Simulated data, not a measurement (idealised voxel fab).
The following process module bears the name voxel ribs on slabs.
We display cut, a cross-section 285 nm in width whose square cells are each 5 nm.
Notation: cross-section as square-cell grid; stated in bands, top first, going down; one or more cell rows per band. A band entry consists of two parts. The first gives the height of the band's top and the height of its bottom, in nm. The rest lists the band's materials from left to right, each with its width in nm. A single material labelled with the word "all across" fills the band from edge to edge, and the word "blank" marks empty space. It should be noted that heights are counted from 0, beneath which the wafer as supplied is of one material throughout, and that the lowest band possesses no lower boundary but continues downward, as written in "from 0 down". Read "30 to 40" as a graded width: first number on top, second number at the bottom, same change between each pair of neighbouring rows. "no alterations made" (step): cross-section cells unchanged, all of them. The entry titled "Closed void register" provides the empty spaces that have no open way to the top, restricted to those of 8 cells or more. Each is presented as width x height at distance, the distance being measured from the left edge, with all three in nm. Post-settings text on a step line: simulator's own remark regarding the step. "overlay nm" on a masked step: distance the mask lay right of its planned place, negative for left.
The following list gives the planned process steps
- 1: op RECEIVE | material Si
- 2: op DIRECTIONAL_DEP | material SiO2 | thk nm 25
- 3: op DIRECTIONAL_DEP | material polySi | thk nm 25
- 4: op PATTERN | tone cover | mask id RIB | material resist | width nm 30 | thk nm 20 | overlay nm 0
- 5: op DIRECTIONAL_ETCH | etch materials polySi | depth nm 5
- 6: op STRIP | etch materials resist
- 7: op PATTERN | tone cover | mask id SLAB | material resist | width nm 90 | thk nm 15 | overlay nm 0
- 8: op DIRECTIONAL_ETCH | etch materials polySi | depth nm 20
- 9: op STRIP | etch materials resist
- 10: op FILL_DEP | material SiO2 | thk nm 20
- 11: op CMP | height nm 65
- 12: op DIRECTIONAL_DEP | material W | thk nm 10
- 13: op MASKED_ETCH | tone cover | mask id HEATER | width nm 40 | etch materials W | depth nm 10 | overlay nm 0
- 14: op CONFORMAL_DEP | material SiO2 | thk nm 10
As-received state of the wafer in cross-section, equivalent to post-step 1
from 0 down | Si all across
Closed void register: none
First of two wafers: cross-section at end of module, run per plan
from 85 to 75 | 110 nm blank, 60 nm SiO2, 115 nm blank
from 75 to 65 | 120 nm SiO2, 40 nm W, 125 nm SiO2
from 65 to 50 | SiO2 all across
from 50 to 45 | 125 nm SiO2, 30 nm polySi, 130 nm SiO2
from 45 to 25 | 95 nm SiO2, 90 nm polySi, 100 nm SiO2
from 25 to 0 | SiO2 all across
from 0 down | Si all across
Closed void register: none
This cross-section belongs to the second wafer of two at the end of the module; the start and the plan were shared with the first, and the run included one mistake
from 85 to 75 | 110 nm blank, 60 nm SiO2, 115 nm blank
from 75 to 65 | 120 nm SiO2, 40 nm W, 125 nm SiO2
from 65 to 60 | SiO2 all across
from 60 to 55 | 125 nm SiO2, 30 nm polySi, 130 nm SiO2
from 55 to 35 | 95 nm SiO2, 90 nm polySi, 100 nm SiO2
from 35 to 0 | SiO2 all across
from 0 down | Si all across
Closed void register: none
What was done differently from what was planned? step 2 changed vs plan, executed as op DIRECTIONAL_DEP | material SiO2 | thk nm 35
Matching per-material cell counts, mismatched positions: that is how the second wafer compares with the first at the end.
